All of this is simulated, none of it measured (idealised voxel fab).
Documented hereafter: the process module known as voxel tone inversion.
The width of the displayed cross-section, cut, is 215 nm; its cells are square, with a size of 5 nm.
Notation: cross-section as square-cell grid; stated in bands, top first, going down; one or more cell rows per band. Heads up on the band format: heights come first, top then bottom, in nm. After that it's the materials left to right, each with its width in nm. A single material flagged "edge to edge" fills the whole band edge to edge, and "empty" means there's empty space there. Height 0 is the level under which the wafer as received is all one material. The lowest band goes on downwards, as in "0 down". It should be noted that a width expressed as "30->40" varies in equal increments from row to row of cells within the band, taking the value of the first number at the top row and that of the second number at the bottom row. The cross-section has no changed cell in any step marked "nothing changed". Closed empty spaces (no open way to the top) of 8 cells or more are what "Listed closed voids" lists, each as width x height at distance from the left edge, nm for all three. Formally, on a step line, whatever follows the settings is a remark that the simulator itself makes on the step. Steps that use a mask can have "overlay nm" on their line. It says how far the mask sat to the right of where it was meant to be. Negative means to the left.

Plan
1,RECEIVE (material Si)
2,CONFORMAL_DEP (material SiCN; thk nm 5)
3,DIRECTIONAL_DEP (material polySi; thk nm 25)
4,PATTERN (tone cover; mask id POSTS; material resist; width nm 20; pitch nm 45; thk nm 35; overlay nm 0)
5,DIRECTIONAL_ETCH (etch materials polySi; depth nm 25)
6,STRIP (etch materials resist)
7,FILL_DEP (material SiO2; thk nm 10)
8,CMP (height nm 30)
9,STRIP (etch materials polySi)

Wafer, first of two, run as planned

Wafer cross-section on receipt, i.e. after step 1
0 down | Si edge to edge
Listed closed voids: none

Presented here is a cross-section of the wafer after step 2 has been performed
5 to 0 | SiCN edge to edge
Beneath the level 0, the cross-section is identical to its previous state.

Presented here is a cross-section of the wafer after step 3 has been performed
30 to 5 | polySi edge to edge
Beneath the level 5, the cross-section is identical to its previous state.

Presented here is a cross-section of the wafer after step 4 has been performed
65 to 30 | empty=75 / resist=20 / empty=25 / resist=20 / empty=75
Beneath the level 30, the cross-section is identical to its previous state.

Presented here is a cross-section of the wafer after step 5 has been performed
65 to 30 | empty=75 / resist=20 / empty=25 / resist=20 / empty=75
30 to 5 | empty=75 / polySi=20 / empty=25 / polySi=20 / empty=75
Beneath the level 5, the cross-section is identical to its previous state.

Presented here is a cross-section of the wafer after step 6 has been performed
30 to 5 | empty=75 / polySi=20 / empty=25 / polySi=20 / empty=75
Beneath the level 5, the cross-section is identical to its previous state.

Presented here is a cross-section of the wafer after step 7 has been performed
40 to 30 | SiO2 edge to edge
30 to 5 | SiO2=75 / polySi=20 / SiO2=25 / polySi=20 / SiO2=75
Beneath the level 5, the cross-section is identical to its previous state.

Presented here is a cross-section of the wafer after step 8 has been performed
30 to 5 | SiO2=75 / polySi=20 / SiO2=25 / polySi=20 / SiO2=75
Beneath the level 5, the cross-section is identical to its previous state.

Presented here is a cross-section of the wafer after step 9 has been performed
30 to 5 | SiO2=75 / empty=20 / SiO2=25 / empty=20 / SiO2=75
Beneath the level 5, the cross-section is identical to its previous state.

Second Wafer (Identical Start and Plan, One Processing Error; Matches First Wafer Through Step 1)

Second wafer, cross-section, planned end of step 2
25 to 0 | polySi edge to edge
Beneath the level 0, the cross-section is identical to its previous state.

Second wafer, cross-section, planned end of step 3
30 to 25 | SiCN edge to edge
Beneath the level 25, the cross-section is identical to its previous state.

Second wafer, cross-section, planned end of step 4
65 to 30 | empty=75 / resist=20 / empty=25 / resist=20 / empty=75
Beneath the level 30, the cross-section is identical to its previous state.

Second wafer, cross-section, planned end of step 5: nothing changed

Second wafer, cross-section, planned end of step 6
30 to 25 | SiCN edge to edge
Beneath the level 25, the cross-section is identical to its previous state.

Second wafer, cross-section, planned end of step 7
40 to 30 | SiO2 edge to edge
Beneath the level 30, the cross-section is identical to its previous state.

Second wafer, cross-section, planned end of step 8
30 to 25 | SiCN edge to edge
Beneath the level 25, the cross-section is identical to its previous state.

Second wafer, cross-section, planned end of step 9: nothing changed
What went wrong in running the wafer? the run placed steps 2 and 3 each in the position the plan gave to the other
Final comparison by cell count, materials where the second wafer has more or fewer than the first: -175 SiO2 | +215 polySi
